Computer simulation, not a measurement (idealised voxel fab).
A process module follows: voxel gate over fins.
The figure presents cross-section cut, which has a width of 235 nm and is divided into square cells with an edge length of 5 nm.
This document writes a cross-section as a grid whose cells are square, and gives it as bands, listed from the top down; one or more rows of cells form a band.
Each band's line starts with the height of the band's top and of its bottom, in nm. Then come its materials from left to right, each with its width in nm. One material with "throughout" fills the band from edge to edge. "empty" is empty space.
Note: height 0 marks the level under which the wafer is uniformly one material as received. Lowest band unbounded below, written "0..down".
Graded width ("30 to 40"): value in top row of band = first number; value in bottom row = second number; row-to-row change constant.
For the purposes of this document, the phrase "everything unchanged" attached to a step denotes that no cell within the cross-section was modified by that step.
The entry titled "Cavities, closed" provides the empty spaces that have no open way to the top, restricted to those of 8 cells or more. Each is presented as width x height at distance, the distance being measured from the left edge, with all three in nm.
Step line, after settings: the simulator's comment on this step.
overlay nm: right-of-plan distance of the mask on a masked step; negative values mean left-of-plan.
[Process steps (planned)]
1) RECEIVE with material Si
2) CONFORMAL_DEP with material SiN, thk nm 5
3) PATTERN with tone cover, mask id FINS, material resist, width nm 15, pitch nm 40, thk nm 15, overlay nm 0
4) DIRECTIONAL_ETCH with etch materials SiN, depth nm 5
5) DIRECTIONAL_ETCH with etch materials Si, depth nm 35
6) STRIP with etch materials resist
7) OXIDIZE with depth nm 5
8) FILL_DEP with material SiO2, thk nm 10
9) CMP with height nm 5
10) SELECTIVE_ETCH with etch materials SiO2, depth nm 15
11) STRIP with etch materials SiN
12) CONFORMAL_DEP with material HfO2, thk nm 5
13) CONFORMAL_DEP with material TiN, thk nm 5
14) CONFORMAL_DEP with material TiAl, thk nm 5
15) CONFORMAL_DEP with material TiN, thk nm 5
16) FILL_DEP with material W, thk nm 10
17) CMP with height nm 25
18) CONFORMAL_DEP with material SiCN, thk nm 5
[Cross-section of the wafer as it came to us, i.e., already through step 1]
* 0..down = Si throughout
* Cavities, closed: none
[Final cross-section, module run with one mistake (start and plan as above)]
* 30..25 = SiCN throughout
* 25..20 = W throughout
* 20..15 = 65 nm W | 85 nm TiN | 85 nm W
* 15..10 = 65 nm W | 5 nm TiN | 35 nm TiAl | 5 nm TiN | 35 nm TiAl | 5 nm TiN | 85 nm W
* 10..5 = 70 nm TiN | 5 nm TiAl | 25 nm TiN | 5 nm TiAl | 5 nm TiN | 5 nm TiAl | 25 nm TiN | 5 nm TiAl | 90 nm TiN
* 5..0 = 75 nm TiAl | 5 nm TiN | 15 nm HfO2 | 5 nm TiN | 15 nm TiAl | 5 nm TiN | 15 nm HfO2 | 5 nm TiN | 95 nm TiAl
* 0..-5 = 80 nm TiN | 5 nm HfO2 | 5 nm Si | 5 nm HfO2 | 25 nm TiN | 5 nm HfO2 | 5 nm Si | 5 nm HfO2 | 100 nm TiN
* -5..-10 = 85 nm HfO2 | 5 nm Si | 35 nm HfO2 | 5 nm Si | 105 nm HfO2
* -10..-40 = 85 nm SiO2 | 5 nm Si | 35 nm SiO2 | 5 nm Si | 105 nm SiO2
* -40..down = Si throughout
* Cavities, closed: none
Plan not followed: step 3 changed vs plan, executed as PATTERN with tone cover, mask id FINS, material resist, width nm 15, pitch nm 40, thk nm 15, overlay nm -10
